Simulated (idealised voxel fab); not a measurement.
Name of the process module below: voxel self aligned contacts
The cross-section shown here is cut; it is 250 nm wide and divided into square cells measuring 5 nm on a side.
If you're reading a cross-section in this doc, picture square cells in a grid; it comes to you as bands, top ones listed first down to the bottom, and a band can be one or more rows of cells. The entry gives the band's vertical extent as a top height and a bottom height in nm, then its horizontal make-up as materials from left to right, each with a width in nm. "air" stands for empty space; a single material marked "edge to edge" fills the band edge to edge. Height is counted from the level 0, under which the received wafer is composed throughout of one material. The lowest of the bands is not closed at the bottom but continues downward, in the notation "0..down". The expression "30..40" gives the width at the extremes of the band, the first number at its top row of cells and the second at its bottom row, with the width changing by equal amounts from each row to the next in between. You'll sometimes find "changes: none" written for a step, and that's the way of saying that nowhere in the cross-section did a cell change during that step. Encapsulated voids: empty space of 8 cells or more with no open way to the top, each as width x height at its distance from the left edge, in nm. On a step's line, text after the settings is the simulator commenting on that step. What "overlay nm" on a step's line means: if the step has a mask, that mask lay this far to the right of its planned place, or, when the value is negative, to the left.
## Below is the list of planned process steps
step 1: RECEIVE [material Si]
step 2: OXIDIZE [depth nm 5]
step 3: DIRECTIONAL_DEP [material polySi] [thk nm 25]
step 4: DIRECTIONAL_DEP [material SiN] [thk nm 25]
step 5: DIRECTIONAL_DEP [material aC] [thk nm 15]
step 6: PATTERN [tone cover] [mask id GATE] [material resist] [width nm 35] [pitch nm 75] [thk nm 35] [overlay nm 0]
step 7: DIRECTIONAL_ETCH [etch materials aC] [depth nm 15]
step 8: STRIP [etch materials resist]
step 9: DIRECTIONAL_ETCH [etch materials SiN] [depth nm 25]
step 10: DIRECTIONAL_ETCH [etch materials polySi] [depth nm 25]
step 11: STRIP [etch materials aC]
step 12: CONFORMAL_DEP [material SiN] [thk nm 10]
step 13: DIRECTIONAL_ETCH [etch materials SiN] [depth nm 10]
step 14: FILL_DEP [material SiO2] [thk nm 15]
step 15: CMP [height nm 55]
step 16: MASKED_ETCH [tone open] [mask id CONTACT] [width nm 60] [etch materials SiO2] [depth nm 60] [overlay nm 0]
step 17: CONFORMAL_DEP [material TiN] [thk nm 5]
step 18: FILL_DEP [material Ru] [thk nm 5]
step 19: CMP [height nm 55]
step 20: CONFORMAL_DEP [material SiN] [thk nm 5]
## This is the cross-section of the wafer as we received it, i.e. after step 1
* 0..down  Si edge to edge
* Encapsulated voids: none
## Module complete - cross-section of the first of two wafers, run according to plan
* 60..55  SiN edge to edge
* 55..50  SiO2=95; TiN=25; Ru=10; TiN=25; SiO2=95
* 50..25  SiO2=60; SiN=55; TiN=5; Ru=10; TiN=5; SiN=55; SiO2=60
* 25..0  SiO2=60; SiN=10; polySi=35; SiN=10; TiN=5; Ru=10; TiN=5; SiN=10; polySi=35; SiN=10; SiO2=60
* 0..-5  SiO2=115; TiN=20; SiO2=115
* -5..down  Si edge to edge
* Encapsulated voids: none
## What the second wafer looks like in cross-section once the module is done. Its start and its plan matched the first wafer's exactly; what differed was one mistake in how it was run
* 60..55  SiN edge to edge
* 55..50  SiO2=95; TiN=25; Ru=10; TiN=25; SiO2=95
* 50..30  SiO2=60; SiN=10; polySi=35; SiN=10; TiN=5; Ru=10; TiN=5; SiN=10; polySi=35; SiN=10; SiO2=60
* 30..25  SiO2=60; SiN=10; polySi=35; SiN=10; TiN=20; SiN=10; polySi=35; SiN=10; SiO2=60
* 25..0  SiN edge to edge
* 0..-5  SiO2 edge to edge
* -5..down  Si edge to edge
* Encapsulated voids: none
what went wrong: steps 3 and 4: order swapped relative to plan
End check, counted in cells, second wafer has more or fewer of these materials than the first: 12 fewer of Ru; 140 more of SiN; 116 fewer of SiO2; 12 fewer of TiN
